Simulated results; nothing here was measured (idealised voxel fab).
Proc. module: voxel self aligned vias
The cross-section shown here is cut; it is 165 nm wide and divided into square cells measuring 5 nm on a side.
Reading order for cross-sections: top band down to bottom band. Underlying form: a grid of square cells. Band size: one or more rows of cells.
It is stipulated that each band's entry specify, in nanometres, the height of the top of the band and then that of its bottom, followed by the materials of the band in left-to-right sequence, each together with its width in nanometres. A single material marked by the word "all across" is understood to fill the band from edge to edge; the word "blank" is understood to denote empty space.
The reference from which all heights are counted is 0, the level beneath which the as-received wafer is entirely one material; the lowest band, having no lower bound, proceeds downward and is written after the example "0 -> down".
The expression "30..40" gives the width at the extremes of the band, the first number at its top row of cells and the second at its bottom row, with the width changing by equal amounts from each row to the next in between.
When a step is marked "no alterations made", none of the cells in the cross-section changed during that step.
"Voids lacking openings" means: voids of 8 cells or more that are shut off from the top with no open way through. Written width x height at distance, distance from the left edge, in nm.
Anything after a step's settings on that line? It's the simulator's own note about the step.
"overlay nm", when on a step's line for a step with a mask, measures how far to the right of its planned place the mask lay; a negative measure means to the left.

Planned process steps:
1 RECEIVE,material Si
2 CONFORMAL_DEP,material SiO2,thk nm 15
3 CONFORMAL_DEP,material SiCN,thk nm 5
4 DIRECTIONAL_DEP,material lowk,thk nm 20
5 PATTERN,tone open,mask id LINES,material resist,width nm 20,pitch nm 60,thk nm 15,overlay nm 0
6 DIRECTIONAL_ETCH,etch materials lowk,depth nm 20
7 STRIP,etch materials resist
8 CONFORMAL_DEP,material TiN,thk nm 5
9 FILL_DEP,material Ru,thk nm 10
10 CMP,height nm 40
11 SELECTIVE_ETCH,etch materials W Ru TiN,depth nm 5
12 FILL_DEP,material SiN,thk nm 10
13 CMP,height nm 40
14 DIRECTIONAL_DEP,material lowk,thk nm 20
15 MASKED_ETCH,tone open,mask id VIAS,width nm 40,etch materials lowk,depth nm 20,overlay nm 0
16 MASKED_ETCH,tone open,mask id VIAS,width nm 40,etch materials SiN,depth nm 5,overlay nm 0
17 CONFORMAL_DEP,material TiN,thk nm 5
18 FILL_DEP,material W,thk nm 10
19 CMP,height nm 60
20 CONFORMAL_DEP,material SiCN,thk nm 5

Cross-section of the incoming wafer, state after step 1:
- 0 -> down | Si all across
- Voids lacking openings: none

Here's the wafer cut in cross-section after the module, started and planned just like above, except one thing was done wrong in the run:
- 65 -> 60 | SiCN all across
- 60 -> 45 | lowk (30); TiN (5); W (30); TiN (5); lowk (95)
- 45 -> 40 | lowk (30); TiN (40); lowk (95)
- 40 -> 35 | SiN (30); TiN (10); lowk (20); TiN (10); SiN (30); lowk (20); SiN (45)
- 35 -> 25 | Ru (35); TiN (5); lowk (20); TiN (5); Ru (30); TiN (5); lowk (20); TiN (5); Ru (40)
- 25 -> 20 | TiN (40); lowk (20); TiN (40); lowk (20); TiN (45)
- 20 -> 15 | SiCN all across
- 15 -> 0 | SiO2 all across
- 0 -> down | Si all across
- Voids lacking openings: none
Nonconformance to the process plan: step 5 was processed under conditions differing from the plan, specifically as PATTERN,tone cover,mask id LINES,material resist,width nm 20,pitch nm 60,thk nm 15,overlay nm 0
